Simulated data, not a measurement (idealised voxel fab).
Module name: voxel air gaps (process module)
Square cell edge 5 nm, section width 255 nm, ID cut.
Notation: cross-section as square-cell grid; stated in bands, top first, going down; one or more cell rows per band. For a band, the entry starts with two heights in nm, that of the top and then that of the bottom, and carries on with the band's materials in order from left to right, each alongside its width in nm; the word "full width" beside a single material means it fills the band edge to edge, and "air" means empty space. Height is counted from the level 0, under which the received wafer is composed throughout of one material. The lowest of the bands is not closed at the bottom but continues downward, in the notation "z 0 and below". So if you see something like "30..40" for the width, read it as the top row of the band sitting at the first number and the bottom row at the second, with every row in between moving by the same amount as the last. "changes: none" means the step left every cell of the cross-section as it was. Any empty space of 8 cells or more lacking an open way to the top shows up in "Encapsulated voids" as width x height at distance, distance from the left edge, in nm. Whatever follows a step's settings on its line is a remark the simulator itself makes about that step. Steps that use a mask can have "overlay nm" on their line. It says how far the mask sat to the right of where it was meant to be. Negative means to the left.

The process steps that were planned are listed below:
| 1 | RECEIVE | material Si |
| 2 | CONFORMAL_DEP | material SiO2 | thk nm 15 |
| 3 | CONFORMAL_DEP | material SiN | thk nm 5 |
| 4 | DIRECTIONAL_DEP | material SiO2 | thk nm 35 |
| 5 | MASKED_ETCH | tone open | mask id LINES | width nm 15 | pitch nm 45 | etch materials SiO2 | depth nm 35 | overlay nm 0 |
| 6 | CONFORMAL_DEP | material TiN | thk nm 5 |
| 7 | FILL_DEP | material W | thk nm 10 |
| 8 | CMP | height nm 55 |
| 9 | EPI | material Ru | thk nm 10 |
| 10 | SELECTIVE_ETCH | etch materials SiO2 | depth nm 45 |
| 11 | CONFORMAL_DEP | material SiN | thk nm 5 |

As received (post step 1): cross-section:
    z 0 and below: Si full width
    Encapsulated voids: none

Here's the cross-section of the first of our two wafers at the end of the module - it ran as planned:
    z 70 to 65: air 35 | SiN 180 | air 40
    z 65 to 55: air 35 | SiN 5 | Ru 35 | SiN 10 | Ru 35 | SiN 10 | Ru 35 | SiN 10 | Ru 35 | SiN 5 | air 40
    z 55 to 50: air 35 | SiN 15 | TiN 5 | W 5 | TiN 5 | SiN 30 | TiN 5 | W 5 | TiN 5 | SiN 30 | TiN 5 | W 5 | TiN 5 | SiN 30 | TiN 5 | W 5 | TiN 5 | SiN 15 | air 40
    z 50 to 25: air 45 | SiN 5 | TiN 5 | W 5 | TiN 5 | SiN 5 | air 20 | SiN 5 | TiN 5 | W 5 | TiN 5 | SiN 5 | air 20 | SiN 5 | TiN 5 | W 5 | TiN 5 | SiN 5 | air 20 | SiN 5 | TiN 5 | W 5 | TiN 5 | SiN 5 | air 50
    z 25 to 20: SiN 50 | TiN 15 | SiN 30 | TiN 15 | SiN 30 | TiN 15 | SiN 30 | TiN 15 | SiN 55
    z 20 to 15: SiN full width
    z 15 to 0: SiO2 full width
    z 0 and below: Si full width
    Encapsulated voids: 20 x 25 at 70; 20 x 25 at 115; 20 x 25 at 160

The second wafer, shown in cross-section after the module: started the same way as the first and given the same plan, yet one mistake crept into how it was run:
    z 70 to 65: SiN full width
    z 65 to 55: Ru full width
    z 55 to 45: W full width
    z 45 to 40: TiN 55 | W 5 | TiN 40 | W 5 | TiN 40 | W 5 | TiN 40 | W 5 | TiN 60
    z 40 to 10: SiO2 50 | TiN 5 | W 5 | TiN 5 | SiO2 30 | TiN 5 | W 5 | TiN 5 | SiO2 30 | TiN 5 | W 5 | TiN 5 | SiO2 30 | TiN 5 | W 5 | TiN 5 | SiO2 55
    z 10 to 5: SiO2 50 | TiN 15 | SiO2 30 | TiN 15 | SiO2 30 | TiN 15 | SiO2 30 | TiN 15 | SiO2 55
    z 5 to 0: SiN full width
    z 0 and below: Si full width
    Encapsulated voids: none
Against the plan, the run slipped here: yeah, step 2 of the plan got skipped, never ran
Materials where the second wafer ends with more or fewer cells than the first: 46 more of Ru | 104 fewer of SiN | 120 more of SiO2 | 47 more of TiN | 106 more of W
On completion, 0 closed voids are found in the second wafer, whereas the first wafer has 3.
